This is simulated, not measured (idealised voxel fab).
The document below concerns the process module designated voxel ribs on slabs.
FYI the section here is cut, 165 nm wide, cells are 5 nm squares.
In what follows, cross-sections appear as grids of square cells, described through bands that run from the top down, where every band is one or more rows of cells. A band entry consists of two parts. The first gives the height of the band's top and the height of its bottom, in nm. The rest lists the band's materials from left to right, each with its width in nm. A single material labelled with the word "throughout" fills the band from edge to edge, and the word "air" marks empty space. Ref level 0: as-received wafer is one material below here. Bottom band extends down with no lower bound ("0 and below"). It should be noted that a width expressed as "30 to 40" varies in equal increments from row to row of cells within the band, taking the value of the first number at the top row and that of the second number at the bottom row. Step marked "no change"? Then no cell in the cross-section changed in it. Closed-off voids of 8+ cells (no open route to the top) go in "Closed void table", written width x height at distance from the left edge, in nm. Post-settings text on a step line: simulator's own remark regarding the step. overlay nm: for a step with a mask, the amount by which the mask lay right of where it was planned; a negative amount means left of it.
Set out below are the planned steps of the process:
1 op RECEIVE | material Si
2 op DIRECTIONAL_DEP | material SiO2 | thk nm 25
3 op DIRECTIONAL_DEP | material SiN | thk nm 15
4 op DIRECTIONAL_DEP | material aC | thk nm 10
5 op PATTERN | tone cover | mask id RIB | material resist | width nm 25 | thk nm 25 | overlay nm 0
6 op DIRECTIONAL_ETCH | etch materials aC | depth nm 10
7 op STRIP | etch materials resist
8 op DIRECTIONAL_ETCH | etch materials SiN | depth nm 10
9 op STRIP | etch materials aC
10 op PATTERN | tone cover | mask id SLAB | material resist | width nm 55 | thk nm 15 | overlay nm 0
11 op DIRECTIONAL_ETCH | etch materials SiN | depth nm 5
12 op STRIP | etch materials resist
13 op FILL_DEP | material SiO2 | thk nm 25
14 op CMP | height nm 55
15 op DIRECTIONAL_DEP | material W | thk nm 10
16 op DIRECTIONAL_DEP | material aC | thk nm 10
17 op PATTERN | tone cover | mask id HEATER | material resist | width nm 35 | thk nm 25 | overlay nm 0
18 op DIRECTIONAL_ETCH | etch materials aC | depth nm 10
19 op STRIP | etch materials resist
20 op DIRECTIONAL_ETCH | etch materials W | depth nm 10
21 op STRIP | etch materials aC
22 op CONFORMAL_DEP | material SiO2 | thk nm 5
Cross-section of the wafer as it came to us, i.e., already through step 1:
> 0 and below: Si throughout
> Closed void table: none
First of two wafers at the end of the module, shown in cross-section; run carried out as planned:
> 70 down to 65: 60 air; 45 SiO2; 60 air
> 65 down to 60: 60 air; 5 SiO2; 35 W; 5 SiO2; 60 air
> 60 down to 55: 65 SiO2; 35 W; 65 SiO2
> 55 down to 40: SiO2 throughout
> 40 down to 30: 70 SiO2; 25 SiN; 70 SiO2
> 30 down to 25: 55 SiO2; 55 SiN; 55 SiO2
> 25 down to 0: SiO2 throughout
> 0 and below: Si throughout
> Closed void table: none
The second wafer, shown in cross-section after the module: started the same way as the first and given the same plan, yet one mistake crept into how it was run:
> 70 down to 65: 55 air; 55 SiO2; 55 air
> 65 down to 60: 55 air; 5 SiO2; 45 W; 5 SiO2; 55 air
> 60 down to 55: 60 SiO2; 45 W; 60 SiO2
> 55 down to 40: SiO2 throughout
> 40 down to 30: 70 SiO2; 25 SiN; 70 SiO2
> 30 down to 25: 55 SiO2; 55 SiN; 55 SiO2
> 25 down to 0: SiO2 throughout
> 0 and below: Si throughout
> Closed void table: none
Short version of what went wrong: step 17 ran as: op PATTERN | tone cover | mask id HEATER | material resist | width nm 45 | thk nm 25 | overlay nm 0
Bottom line after processing is that, in cells, the second wafer is up or down on some materials versus the first: 4 more of W
